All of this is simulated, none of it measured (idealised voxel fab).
process module | voxel ribs on slabs
cross-section cut | 250 nm wide | cells 5 nm
A cross-section is a grid of square cells, given in bands from the top down. A band is one or more rows of cells.
Each band's line starts with the height of the band's top and of its bottom, in nm. Then come its materials from left to right, each with its width in nm. One material with "throughout" fills the band from edge to edge. "air" is empty space.
Height 0 is the level under which the wafer as received is all one material. The lowest band goes on downwards, as in "0 down".
A width such as "30 to 40" changes by the same amount from each row of cells to the next, from the band's top row to its bottom row.
"no change" after a step means that no cell of the cross-section changed.
closed voids: empty space of 8 cells or more with no open way to the top, each as width x height at its distance from the left edge, in nm
after a step's settings: what the simulator itself notes on the step
overlay nm, on a step with a mask: how far to the right of its planned place the mask lay; to the left if negative
plan
1 op RECEIVE | material Si
2 op DIRECTIONAL_DEP | material SiO2 | thk nm 20
3 op DIRECTIONAL_DEP | material SiN | thk nm 25
4 op PATTERN | tone cover | mask id RIB | material resist | width nm 25 | thk nm 15 | overlay nm 0
5 op DIRECTIONAL_ETCH | etch materials SiN | depth nm 5
6 op STRIP | etch materials resist
7 op DIRECTIONAL_DEP | material aC | thk nm 10
8 op PATTERN | tone cover | mask id SLAB | material resist | width nm 55 | thk nm 25 | overlay nm 0
9 op DIRECTIONAL_ETCH | etch materials aC | depth nm 10
10 op STRIP | etch materials resist
11 op DIRECTIONAL_ETCH | etch materials SiN | depth nm 20
12 op STRIP | etch materials aC
13 op FILL_DEP | material SiO2 | thk nm 25
14 op CMP | height nm 65
15 op DIRECTIONAL_DEP | material TiN | thk nm 10
16 op DIRECTIONAL_DEP | material aC | thk nm 15
17 op PATTERN | tone cover | mask id HEATER | material resist | width nm 35 | thk nm 35 | overlay nm 0
18 op DIRECTIONAL_ETCH | etch materials aC | depth nm 15
19 op STRIP | etch materials resist
20 op DIRECTIONAL_ETCH | etch materials TiN | depth nm 10
21 op STRIP | etch materials aC
22 op CONFORMAL_DEP | material SiN | thk nm 10
as received, after step 1
  0 down: Si throughout
  closed voids: none
first wafer at the end, as planned
  85 to 75: air 95 | SiN 55 | air 100
  75 to 65: SiN 105 | TiN 35 | SiN 110
  65 to 45: SiO2 throughout
  45 to 40: SiO2 110 | SiN 25 | SiO2 115
  40 to 20: SiO2 95 | SiN 55 | SiO2 100
  20 to 0: SiO2 throughout
  0 down: Si throughout
  closed voids: none
second wafer at the end: like start, like plan, one mistake
  75 to 65: air 105 | TiN 35 | air 110
  65 to 45: SiO2 throughout
  45 to 40: SiO2 110 | SiN 25 | SiO2 115
  40 to 20: SiO2 95 | SiN 55 | SiO2 100
  20 to 0: SiO2 throughout
  0 down: Si throughout
  closed voids: none
what went wrong: step 22 was left out
at the end the second wafer has, in cells: 108 fewer of SiN
